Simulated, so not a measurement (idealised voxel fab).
process module | voxel ribs on slabs
cross-section cut | 190 nm wide | cells 5 nm
A cross-section is a grid of square cells, given in bands from the top down. A band is one or more rows of cells.
Each band's line starts with the height of the band's top and of its bottom, in nm. Then come its materials from left to right, each with its width in nm. One material with "throughout" fills the band from edge to edge. "air" is empty space.
Height 0 is the level under which the wafer as received is all one material. The lowest band goes on downwards, as in "0 down".
A width such as "30 to 40" changes by the same amount from each row of cells to the next, from the band's top row to its bottom row.
"no change" after a step means that no cell of the cross-section changed.
closed voids: empty space of 8 cells or more with no open way to the top, each as width x height at its distance from the left edge, in nm
after a step's settings: what the simulator itself notes on the step
overlay nm, on a step with a mask: how far to the right of its planned place the mask lay; to the left if negative
plan
1 op RECEIVE | material Si
2 op DIRECTIONAL_DEP | material SiO2 | thk nm 25
3 op DIRECTIONAL_DEP | material polySi | thk nm 15
4 op DIRECTIONAL_DEP | material aC | thk nm 15
5 op PATTERN | tone cover | mask id RIB | material resist | width nm 30 | thk nm 30 | overlay nm 0
6 op DIRECTIONAL_ETCH | etch materials aC | depth nm 15
7 op STRIP | etch materials resist
8 op DIRECTIONAL_ETCH | etch materials polySi | depth nm 10
9 op STRIP | etch materials aC
10 op DIRECTIONAL_DEP | material aC | thk nm 10
11 op PATTERN | tone cover | mask id SLAB | material resist | width nm 60 | thk nm 25 | overlay nm 0
12 op DIRECTIONAL_ETCH | etch materials aC | depth nm 10
13 op STRIP | etch materials resist
14 op DIRECTIONAL_ETCH | etch materials polySi | depth nm 5
15 op STRIP | etch materials aC
16 op FILL_DEP | material SiO2 | thk nm 15
17 op CMP | height nm 50
18 op DIRECTIONAL_DEP | material TiN | thk nm 5
19 op DIRECTIONAL_DEP | material aC | thk nm 10
20 op PATTERN | tone cover | mask id HEATER | material resist | width nm 40 | thk nm 30 | overlay nm 0
21 op DIRECTIONAL_ETCH | etch materials aC | depth nm 10
22 op STRIP | etch materials resist
23 op DIRECTIONAL_ETCH | etch materials TiN | depth nm 5
24 op STRIP | etch materials aC
25 op CONFORMAL_DEP | material SiO2 | thk nm 5
first wafer, as planned
as received, after step 1
  0 down: Si throughout
  closed voids: none
after step 2
  25 to 0: SiO2 throughout
  below 0: unchanged
after step 3
  40 to 25: polySi throughout
  below 25: unchanged
after step 4
  55 to 40: aC throughout
  below 40: unchanged
after step 5
  85 to 55: air 80 | resist 30 | air 80
  below 55: unchanged
after step 6
  70 to 55: air 80 | resist 30 | air 80
  55 to 40: air 80 | aC 30 | air 80
  below 40: unchanged
after step 7
  55 to 40: air 80 | aC 30 | air 80
  below 40: unchanged
after step 8
  55 to 40: air 80 | aC 30 | air 80
  40 to 30: air 80 | polySi 30 | air 80
  below 30: unchanged
after step 9
  40 to 30: air 80 | polySi 30 | air 80
  below 30: unchanged
after step 10
  50 to 40: air 80 | aC 30 | air 80
  40 to 30: aC 80 | polySi 30 | aC 80
  below 30: unchanged
after step 11
  75 to 50: air 65 | resist 60 | air 65
  50 to 40: air 65 | resist 15 | aC 30 | resist 15 | air 65
  below 40: unchanged
after step 12
  65 to 50: air 65 | resist 60 | air 65
  50 to 40: air 65 | resist 15 | aC 30 | resist 15 | air 65
  40 to 30: air 65 | aC 15 | polySi 30 | aC 15 | air 65
  below 30: unchanged
after step 13
  50 to 40: air 80 | aC 30 | air 80
  below 40: unchanged
after step 14
  50 to 40: air 80 | aC 30 | air 80
  40 to 30: air 65 | aC 15 | polySi 30 | aC 15 | air 65
  30 to 25: air 65 | polySi 60 | air 65
  below 25: unchanged
after step 15
  40 to 30: air 80 | polySi 30 | air 80
  below 30: unchanged
after step 16
  55 to 40: SiO2 throughout
  40 to 30: SiO2 80 | polySi 30 | SiO2 80
  30 to 25: SiO2 65 | polySi 60 | SiO2 65
  below 25: unchanged
after step 17
  50 to 40: SiO2 throughout
  below 40: unchanged
after step 18
  55 to 50: TiN throughout
  below 50: unchanged
after step 19
  65 to 55: aC throughout
  below 55: unchanged
after step 20
  95 to 65: air 75 | resist 40 | air 75
  below 65: unchanged
after step 21
  85 to 65: air 75 | resist 40 | air 75
  65 to 55: air 75 | aC 40 | air 75
  below 55: unchanged
after step 22
  65 to 55: air 75 | aC 40 | air 75
  below 55: unchanged
after step 23
  65 to 55: air 75 | aC 40 | air 75
  55 to 50: air 75 | TiN 40 | air 75
  below 50: unchanged
after step 24
  55 to 50: air 75 | TiN 40 | air 75
  below 50: unchanged
after step 25
  60 to 55: air 70 | SiO2 50 | air 70
  55 to 50: SiO2 75 | TiN 40 | SiO2 75
  below 50: unchanged
second wafer: like start, like plan, one mistake. Through step 1 it matches the first wafer
when step 2 should have ended
  15 to 0: polySi throughout
  below 0: unchanged
when step 3 should have ended
  40 to 15: SiO2 throughout
  below 15: unchanged
when step 4 should have ended
  55 to 40: aC throughout
  below 40: unchanged
when step 5 should have ended
  85 to 55: air 80 | resist 30 | air 80
  below 55: unchanged
when step 6 should have ended
  70 to 55: air 80 | resist 30 | air 80
  55 to 40: air 80 | aC 30 | air 80
  below 40: unchanged
when step 7 should have ended
  55 to 40: air 80 | aC 30 | air 80
  below 40: unchanged
when step 8 should have ended: no change
when step 9 should have ended
  40 to 15: SiO2 throughout
  below 15: unchanged
when step 10 should have ended
  50 to 40: aC throughout
  below 40: unchanged
when step 11 should have ended
  75 to 50: air 65 | resist 60 | air 65
  below 50: unchanged
when step 12 should have ended
  65 to 50: air 65 | resist 60 | air 65
  50 to 40: air 65 | aC 60 | air 65
  below 40: unchanged
when step 13 should have ended
  50 to 40: air 65 | aC 60 | air 65
  below 40: unchanged
when step 14 should have ended: no change
when step 15 should have ended
  40 to 15: SiO2 throughout
  below 15: unchanged
when step 16 should have ended
  55 to 15: SiO2 throughout
  below 15: unchanged
when step 17 should have ended
  50 to 15: SiO2 throughout
  below 15: unchanged
when step 18 should have ended
  55 to 50: TiN throughout
  below 50: unchanged
when step 19 should have ended
  65 to 55: aC throughout
  below 55: unchanged
when step 20 should have ended
  95 to 65: air 75 | resist 40 | air 75
  below 65: unchanged
when step 21 should have ended
  85 to 65: air 75 | resist 40 | air 75
  65 to 55: air 75 | aC 40 | air 75
  below 55: unchanged
when step 22 should have ended
  65 to 55: air 75 | aC 40 | air 75
  below 55: unchanged
when step 23 should have ended
  65 to 55: air 75 | aC 40 | air 75
  55 to 50: air 75 | TiN 40 | air 75
  below 50: unchanged
when step 24 should have ended
  55 to 50: air 75 | TiN 40 | air 75
  below 50: unchanged
when step 25 should have ended
  60 to 55: air 70 | SiO2 50 | air 70
  55 to 50: SiO2 75 | TiN 40 | SiO2 75
  below 50: unchanged
what went wrong: steps 2 and 3 were swapped
at the end the second wafer has, in cells: 90 fewer of SiO2 | 90 more of polySi
